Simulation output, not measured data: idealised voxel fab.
Proc. module: voxel capacitor over wiring
Square cell edge 5 nm, section width 285 nm, ID cut.
This document writes a cross-section as a grid whose cells are square, and gives it as bands, listed from the top down; one or more rows of cells form a band.
Band: top height; bottom height; in nm. Then, left to right: material with width in nm, for each material. "full width": a single material spanning edge to edge. "air": empty space.
Heads up on the height convention: 0 is the point under which the incoming wafer is all one material, and the lowest band has no bottom, it just keeps going down, like "top 0, no bottom".
You'd read "30 to 40" like this: the band's top row of cells is as wide as the first number, its bottom row is as wide as the second, and going down, every row changes width by the same amount as the row before did.
Where the words "all unchanged" appear for a step, the cross-section shows no cell changed by that step; every cell remained as before.
The entry "Tabulated closed voids" lists the empty spaces that cover at least 8 cells and have no open path to the top. Each is written as width x height at distance, where the distance is measured from the left edge and all three values are in nm.
Note: text after step settings on the step line = simulator remark on that step.
The optional step-line setting "overlay nm" applies to steps with a mask and quantifies how far to the right of its planned location the mask lay, a negative value indicating leftward placement.
plan:
1,RECEIVE | material Si
2,CONFORMAL_DEP | material SiO2 | thk nm 10
3,DIRECTIONAL_DEP | material TiN | thk nm 5
4,DIRECTIONAL_DEP | material Ru | thk nm 25
5,PATTERN | tone cover | mask id METAL_1 | material resist | width nm 20 | pitch nm 75 | thk nm 20 | overlay nm 0
6,DIRECTIONAL_ETCH | etch materials Ru | depth nm 25
7,DIRECTIONAL_ETCH | etch materials TiN | depth nm 5
8,STRIP | etch materials resist
9,CONFORMAL_DEP | material SiN | thk nm 5
10,FILL_DEP | material lowk | thk nm 5
11,CMP | height nm 40
12,CONFORMAL_DEP | material SiCN | thk nm 5
13,DIRECTIONAL_DEP | material SiO2 | thk nm 20
14,DIRECTIONAL_DEP | material aC | thk nm 10
15,PATTERN | tone open | mask id PLUG_1 | material resist | width nm 15 | thk nm 30 | overlay nm 0
16,DIRECTIONAL_ETCH | etch materials aC | depth nm 10
17,STRIP | etch materials resist
18,DIRECTIONAL_ETCH | etch materials SiO2 | depth nm 20
19,DIRECTIONAL_ETCH | etch materials SiCN | depth nm 5
20,STRIP | etch materials aC
21,EPI | material Ru | thk nm 10
22,EPI | material Ru | thk nm 10
23,EPI | material Ru | thk nm 5
24,DIRECTIONAL_DEP | material TiN | thk nm 10
25,DIRECTIONAL_DEP | material Al2O3 | thk nm 5
26,DIRECTIONAL_DEP | material TiN | thk nm 5
27,DIRECTIONAL_DEP | material aC | thk nm 15
28,PATTERN | tone cover | mask id UPPER_PLATE | material resist | width nm 60 | thk nm 35 | overlay nm 0
29,DIRECTIONAL_ETCH | etch materials aC | depth nm 15
30,STRIP | etch materials resist
31,DIRECTIONAL_ETCH | etch materials TiN | depth nm 5
32,DIRECTIONAL_ETCH | etch materials Al2O3 | depth nm 5
33,STRIP | etch materials aC
34,MASKED_ETCH | tone cover | mask id LOWER_PLATE | width nm 70 | etch materials TiN | depth nm 10 | overlay nm 0
35,FILL_DEP | material SiO2 | thk nm 20
36,CMP | height nm 100
37,PATTERN | tone open | mask id PLUG_2 | material resist | width nm 15 | thk nm 15 | overlay nm 0
38,DIRECTIONAL_ETCH | etch materials SiO2 | depth nm 15
39,STRIP | etch materials resist
40,CONFORMAL_DEP | material TiN | thk nm 5
41,FILL_DEP | material Cu | thk nm 5
42,CMP | height nm 100
43,CONFORMAL_DEP | material SiN | thk nm 5
The following pertains to the first of two wafers, which was processed as planned:
Incoming wafer in cross-section (state: after step 1):
    top 0, no bottom | Si full width
    Tabulated closed voids: none
So this is the wafer cross-section right after step 2:
    top 10, bottom 0 | SiO2 full width
    Anything lower than 0 is untouched.
So this is the wafer cross-section right after step 3:
    top 15, bottom 10 | TiN full width
    Anything lower than 10 is untouched.
So this is the wafer cross-section right after step 4:
    top 40, bottom 15 | Ru full width
    Anything lower than 15 is untouched.
So this is the wafer cross-section right after step 5:
    top 60, bottom 40 | 95 of air  20 of resist  55 of air  20 of resist  95 of air
    Anything lower than 40 is untouched.
So this is the wafer cross-section right after step 6:
    top 60, bottom 40 | 95 of air  20 of resist  55 of air  20 of resist  95 of air
    top 40, bottom 15 | 95 of air  20 of Ru  55 of air  20 of Ru  95 of air
    Anything lower than 15 is untouched.
So this is the wafer cross-section right after step 7:
    top 60, bottom 40 | 95 of air  20 of resist  55 of air  20 of resist  95 of air
    top 40, bottom 15 | 95 of air  20 of Ru  55 of air  20 of Ru  95 of air
    top 15, bottom 10 | 95 of air  20 of TiN  55 of air  20 of TiN  95 of air
    Anything lower than 10 is untouched.
So this is the wafer cross-section right after step 8:
    top 40, bottom 15 | 95 of air  20 of Ru  55 of air  20 of Ru  95 of air
    Anything lower than 15 is untouched.
So this is the wafer cross-section right after step 9:
    top 45, bottom 40 | 90 of air  30 of SiN  45 of air  30 of SiN  90 of air
    top 40, bottom 15 | 90 of air  5 of SiN  20 of Ru  5 of SiN  45 of air  5 of SiN  20 of Ru  5 of SiN  90 of air
    top 15, bottom 10 | 95 of SiN  20 of TiN  55 of SiN  20 of TiN  95 of SiN
    Anything lower than 10 is untouched.
So this is the wafer cross-section right after step 10:
    top 50, bottom 45 | lowk full width
    top 45, bottom 40 | 90 of lowk  30 of SiN  45 of lowk  30 of SiN  90 of lowk
    top 40, bottom 15 | 90 of lowk  5 of SiN  20 of Ru  5 of SiN  45 of lowk  5 of SiN  20 of Ru  5 of SiN  90 of lowk
    Anything lower than 15 is untouched.
So this is the wafer cross-section right after step 11:
    top 40, bottom 15 | 90 of lowk  5 of SiN  20 of Ru  5 of SiN  45 of lowk  5 of SiN  20 of Ru  5 of SiN  90 of lowk
    Anything lower than 15 is untouched.
So this is the wafer cross-section right after step 12:
    top 45, bottom 40 | SiCN full width
    Anything lower than 40 is untouched.
So this is the wafer cross-section right after step 13:
    top 65, bottom 45 | SiO2 full width
    Anything lower than 45 is untouched.
So this is the wafer cross-section right after step 14:
    top 75, bottom 65 | aC full width
    Anything lower than 65 is untouched.
So this is the wafer cross-section right after step 15:
    top 105, bottom 75 | 100 of resist  15 of air  170 of resist
    Anything lower than 75 is untouched.
So this is the wafer cross-section right after step 16:
    top 95, bottom 75 | 100 of resist  15 of air  170 of resist
    top 75, bottom 65 | 100 of aC  15 of air  170 of aC
    Anything lower than 65 is untouched.
So this is the wafer cross-section right after step 17:
    top 75, bottom 65 | 100 of aC  15 of air  170 of aC
    Anything lower than 65 is untouched.
So this is the wafer cross-section right after step 18:
    top 75, bottom 65 | 100 of aC  15 of air  170 of aC
    top 65, bottom 45 | 100 of SiO2  15 of air  170 of SiO2
    Anything lower than 45 is untouched.
So this is the wafer cross-section right after step 19:
    top 75, bottom 65 | 100 of aC  15 of air  170 of aC
    top 65, bottom 45 | 100 of SiO2  15 of air  170 of SiO2
    top 45, bottom 40 | 100 of SiCN  15 of air  170 of SiCN
    Anything lower than 40 is untouched.
So this is the wafer cross-section right after step 20:
    top 65, bottom 45 | 100 of SiO2  15 of air  170 of SiO2
    Anything lower than 45 is untouched.
So this is the wafer cross-section right after step 21:
    top 65, bottom 50 | 100 of SiO2  15 of air  170 of SiO2
    top 50, bottom 45 | 100 of SiO2  15 of Ru  170 of SiO2
    top 45, bottom 40 | 100 of SiCN  15 of Ru  170 of SiCN
    Anything lower than 40 is untouched.
So this is the wafer cross-section right after step 22:
    top 65, bottom 60 | 100 of SiO2  15 of air  170 of SiO2
    top 60, bottom 45 | 100 of SiO2  15 of Ru  170 of SiO2
    Anything lower than 45 is untouched.
So this is the wafer cross-section right after step 23:
    top 65, bottom 45 | 100 of SiO2  15 of Ru  170 of SiO2
    Anything lower than 45 is untouched.
So this is the wafer cross-section right after step 24:
    top 75, bottom 65 | TiN full width
    Anything lower than 65 is untouched.
So this is the wafer cross-section right after step 25:
    top 80, bottom 75 | Al2O3 full width
    Anything lower than 75 is untouched.
So this is the wafer cross-section right after step 26:
    top 85, bottom 80 | TiN full width
    Anything lower than 80 is untouched.
So this is the wafer cross-section right after step 27:
    top 100, bottom 85 | aC full width
    Anything lower than 85 is untouched.
So this is the wafer cross-section right after step 28:
    top 135, bottom 100 | 100 of air  60 of resist  125 of air
    Anything lower than 100 is untouched.
So this is the wafer cross-section right after step 29:
    top 120, bottom 100 | 100 of air  60 of resist  125 of air
    top 100, bottom 85 | 100 of air  60 of aC  125 of air
    Anything lower than 85 is untouched.
So this is the wafer cross-section right after step 30:
    top 100, bottom 85 | 100 of air  60 of aC  125 of air
    Anything lower than 85 is untouched.
So this is the wafer cross-section right after step 31:
    top 100, bottom 85 | 100 of air  60 of aC  125 of air
    top 85, bottom 80 | 100 of air  60 of TiN  125 of air
    Anything lower than 80 is untouched.
So this is the wafer cross-section right after step 32:
    top 100, bottom 85 | 100 of air  60 of aC  125 of air
    top 85, bottom 80 | 100 of air  60 of TiN  125 of air
    top 80, bottom 75 | 100 of air  60 of Al2O3  125 of air
    Anything lower than 75 is untouched.
So this is the wafer cross-section right after step 33:
    top 85, bottom 80 | 100 of air  60 of TiN  125 of air
    Anything lower than 80 is untouched.
So this is the wafer cross-section right after step 34:
    top 85, bottom 80 | 100 of air  60 of TiN  125 of air
    top 80, bottom 75 | 100 of air  60 of Al2O3  125 of air
    top 75, bottom 65 | 95 of air  70 of TiN  120 of air
    Anything lower than 65 is untouched.
So this is the wafer cross-section right after step 35:
    top 105, bottom 85 | SiO2 full width
    top 85, bottom 80 | 100 of SiO2  60 of TiN  125 of SiO2
    top 80, bottom 75 | 100 of SiO2  60 of Al2O3  125 of SiO2
    top 75, bottom 65 | 95 of SiO2  70 of TiN  120 of SiO2
    Anything lower than 65 is untouched.
So this is the wafer cross-section right after step 36:
    top 100, bottom 85 | SiO2 full width
    Anything lower than 85 is untouched.
So this is the wafer cross-section right after step 37:
    top 115, bottom 100 | 110 of resist  15 of air  160 of resist
    Anything lower than 100 is untouched.
So this is the wafer cross-section right after step 38:
    top 115, bottom 100 | 110 of resist  15 of air  160 of resist
    top 100, bottom 85 | 110 of SiO2  15 of air  160 of SiO2
    Anything lower than 85 is untouched.
So this is the wafer cross-section right after step 39:
    top 100, bottom 85 | 110 of SiO2  15 of air  160 of SiO2
    Anything lower than 85 is untouched.
So this is the wafer cross-section right after step 40:
    top 105, bottom 100 | 115 of TiN  5 of air  165 of TiN
    top 100, bottom 90 | 110 of SiO2  5 of TiN  5 of air  5 of TiN  160 of SiO2
    top 90, bottom 80 | 110 to 100 of SiO2  15 to 60 of TiN  160 to 125 of SiO2
    Anything lower than 80 is untouched.
So this is the wafer cross-section right after step 41:
    top 110, bottom 105 | Cu full width
    top 105, bottom 100 | 115 of TiN  5 of Cu  165 of TiN
    top 100, bottom 90 | 110 of SiO2  5 of TiN  5 of Cu  5 of TiN  160 of SiO2
    Anything lower than 90 is untouched.
So this is the wafer cross-section right after step 42:
    top 100, bottom 90 | 110 of SiO2  5 of TiN  5 of Cu  5 of TiN  160 of SiO2
    Anything lower than 90 is untouched.
So this is the wafer cross-section right after step 43:
    top 105, bottom 100 | SiN full width
    Anything lower than 100 is untouched.
Second of two: same start, same plan, one run error; steps up to and including 2 match the first:
At the planned end of step 3, the second wafer in cross-section:
    top 35, bottom 10 | Ru full width
    Anything lower than 10 is untouched.
At the planned end of step 4, the second wafer in cross-section:
    top 40, bottom 35 | TiN full width
    Anything lower than 35 is untouched.
At the planned end of step 5, the second wafer in cross-section:
    top 60, bottom 40 | 95 of air  20 of resist  55 of air  20 of resist  95 of air
    Anything lower than 40 is untouched.
At the planned end of step 6, the second wafer in cross-section: all unchanged
At the planned end of step 7, the second wafer in cross-section:
    top 60, bottom 40 | 95 of air  20 of resist  55 of air  20 of resist  95 of air
    top 40, bottom 35 | 95 of air  20 of TiN  55 of air  20 of TiN  95 of air
    Anything lower than 35 is untouched.
At the planned end of step 8, the second wafer in cross-section:
    top 40, bottom 35 | 95 of air  20 of TiN  55 of air  20 of TiN  95 of air
    Anything lower than 35 is untouched.
At the planned end of step 9, the second wafer in cross-section:
    top 45, bottom 40 | 90 of air  30 of SiN  45 of air  30 of SiN  90 of air
    top 40, bottom 35 | 95 of SiN  20 of TiN  55 of SiN  20 of TiN  95 of SiN
    Anything lower than 35 is untouched.
At the planned end of step 10, the second wafer in cross-section:
    top 50, bottom 45 | lowk full width
    top 45, bottom 40 | 90 of lowk  30 of SiN  45 of lowk  30 of SiN  90 of lowk
    Anything lower than 40 is untouched.
At the planned end of step 11, the second wafer in cross-section:
    top 40, bottom 35 | 95 of SiN  20 of TiN  55 of SiN  20 of TiN  95 of SiN
    Anything lower than 35 is untouched.
At the planned end of step 12, the second wafer in cross-section:
    top 45, bottom 40 | SiCN full width
    Anything lower than 40 is untouched.
At the planned end of step 13, the second wafer in cross-section:
    top 65, bottom 45 | SiO2 full width
    Anything lower than 45 is untouched.
At the planned end of step 14, the second wafer in cross-section:
    top 75, bottom 65 | aC full width
    Anything lower than 65 is untouched.
At the planned end of step 15, the second wafer in cross-section:
    top 105, bottom 75 | 100 of resist  15 of air  170 of resist
    Anything lower than 75 is untouched.
At the planned end of step 16, the second wafer in cross-section:
    top 95, bottom 75 | 100 of resist  15 of air  170 of resist
    top 75, bottom 65 | 100 of aC  15 of air  170 of aC
    Anything lower than 65 is untouched.
At the planned end of step 17, the second wafer in cross-section:
    top 75, bottom 65 | 100 of aC  15 of air  170 of aC
    Anything lower than 65 is untouched.
At the planned end of step 18, the second wafer in cross-section:
    top 75, bottom 65 | 100 of aC  15 of air  170 of aC
    top 65, bottom 45 | 100 of SiO2  15 of air  170 of SiO2
    Anything lower than 45 is untouched.
At the planned end of step 19, the second wafer in cross-section:
    top 75, bottom 65 | 100 of aC  15 of air  170 of aC
    top 65, bottom 45 | 100 of SiO2  15 of air  170 of SiO2
    top 45, bottom 40 | 100 of SiCN  15 of air  170 of SiCN
    Anything lower than 40 is untouched.
At the planned end of step 20, the second wafer in cross-section:
    top 65, bottom 45 | 100 of SiO2  15 of air  170 of SiO2
    Anything lower than 45 is untouched.
At the planned end of step 21, the second wafer in cross-section:
    top 65, bottom 50 | 100 of SiO2  15 of air  170 of SiO2
    top 50, bottom 45 | 100 of SiO2  15 of Ru  170 of SiO2
    top 45, bottom 40 | 100 of SiCN  15 of Ru  170 of SiCN
    Anything lower than 40 is untouched.
At the planned end of step 22, the second wafer in cross-section:
    top 65, bottom 60 | 100 of SiO2  15 of air  170 of SiO2
    top 60, bottom 45 | 100 of SiO2  15 of Ru  170 of SiO2
    Anything lower than 45 is untouched.
At the planned end of step 23, the second wafer in cross-section:
    top 65, bottom 45 | 100 of SiO2  15 of Ru  170 of SiO2
    Anything lower than 45 is untouched.
At the planned end of step 24, the second wafer in cross-section:
    top 75, bottom 65 | TiN full width
    Anything lower than 65 is untouched.
At the planned end of step 25, the second wafer in cross-section:
    top 80, bottom 75 | Al2O3 full width
    Anything lower than 75 is untouched.
At the planned end of step 26, the second wafer in cross-section:
    top 85, bottom 80 | TiN full width
    Anything lower than 80 is untouched.
At the planned end of step 27, the second wafer in cross-section:
    top 100, bottom 85 | aC full width
    Anything lower than 85 is untouched.
At the planned end of step 28, the second wafer in cross-section:
    top 135, bottom 100 | 100 of air  60 of resist  125 of air
    Anything lower than 100 is untouched.
At the planned end of step 29, the second wafer in cross-section:
    top 120, bottom 100 | 100 of air  60 of resist  125 of air
    top 100, bottom 85 | 100 of air  60 of aC  125 of air
    Anything lower than 85 is untouched.
At the planned end of step 30, the second wafer in cross-section:
    top 100, bottom 85 | 100 of air  60 of aC  125 of air
    Anything lower than 85 is untouched.
At the planned end of step 31, the second wafer in cross-section:
    top 100, bottom 85 | 100 of air  60 of aC  125 of air
    top 85, bottom 80 | 100 of air  60 of TiN  125 of air
    Anything lower than 80 is untouched.
At the planned end of step 32, the second wafer in cross-section:
    top 100, bottom 85 | 100 of air  60 of aC  125 of air
    top 85, bottom 80 | 100 of air  60 of TiN  125 of air
    top 80, bottom 75 | 100 of air  60 of Al2O3  125 of air
    Anything lower than 75 is untouched.
At the planned end of step 33, the second wafer in cross-section:
    top 85, bottom 80 | 100 of air  60 of TiN  125 of air
    Anything lower than 80 is untouched.
At the planned end of step 34, the second wafer in cross-section:
    top 85, bottom 80 | 100 of air  60 of TiN  125 of air
    top 80, bottom 75 | 100 of air  60 of Al2O3  125 of air
    top 75, bottom 65 | 95 of air  70 of TiN  120 of air
    Anything lower than 65 is untouched.
At the planned end of step 35, the second wafer in cross-section:
    top 105, bottom 85 | SiO2 full width
    top 85, bottom 80 | 100 of SiO2  60 of TiN  125 of SiO2
    top 80, bottom 75 | 100 of SiO2  60 of Al2O3  125 of SiO2
    top 75, bottom 65 | 95 of SiO2  70 of TiN  120 of SiO2
    Anything lower than 65 is untouched.
At the planned end of step 36, the second wafer in cross-section:
    top 100, bottom 85 | SiO2 full width
    Anything lower than 85 is untouched.
At the planned end of step 37, the second wafer in cross-section:
    top 115, bottom 100 | 110 of resist  15 of air  160 of resist
    Anything lower than 100 is untouched.
At the planned end of step 38, the second wafer in cross-section:
    top 115, bottom 100 | 110 of resist  15 of air  160 of resist
    top 100, bottom 85 | 110 of SiO2  15 of air  160 of SiO2
    Anything lower than 85 is untouched.
At the planned end of step 39, the second wafer in cross-section:
    top 100, bottom 85 | 110 of SiO2  15 of air  160 of SiO2
    Anything lower than 85 is untouched.
At the planned end of step 40, the second wafer in cross-section:
    top 105, bottom 100 | 115 of TiN  5 of air  165 of TiN
    top 100, bottom 90 | 110 of SiO2  5 of TiN  5 of air  5 of TiN  160 of SiO2
    top 90, bottom 80 | 110 to 100 of SiO2  15 to 60 of TiN  160 to 125 of SiO2
    Anything lower than 80 is untouched.
At the planned end of step 41, the second wafer in cross-section:
    top 110, bottom 105 | Cu full width
    top 105, bottom 100 | 115 of TiN  5 of Cu  165 of TiN
    top 100, bottom 90 | 110 of SiO2  5 of TiN  5 of Cu  5 of TiN  160 of SiO2
    Anything lower than 90 is untouched.
At the planned end of step 42, the second wafer in cross-section:
    top 100, bottom 90 | 110 of SiO2  5 of TiN  5 of Cu  5 of TiN  160 of SiO2
    Anything lower than 90 is untouched.
At the planned end of step 43, the second wafer in cross-section:
    top 105, bottom 100 | SiN full width
    Anything lower than 100 is untouched.
what went wrong: sequence error: steps 3 and 4 interchanged
Once processing is complete, comparing cell counts shows that the second wafer has more or fewer of certain materials than the first: 245 more of Ru; 20 fewer of SiN; 225 fewer of lowk
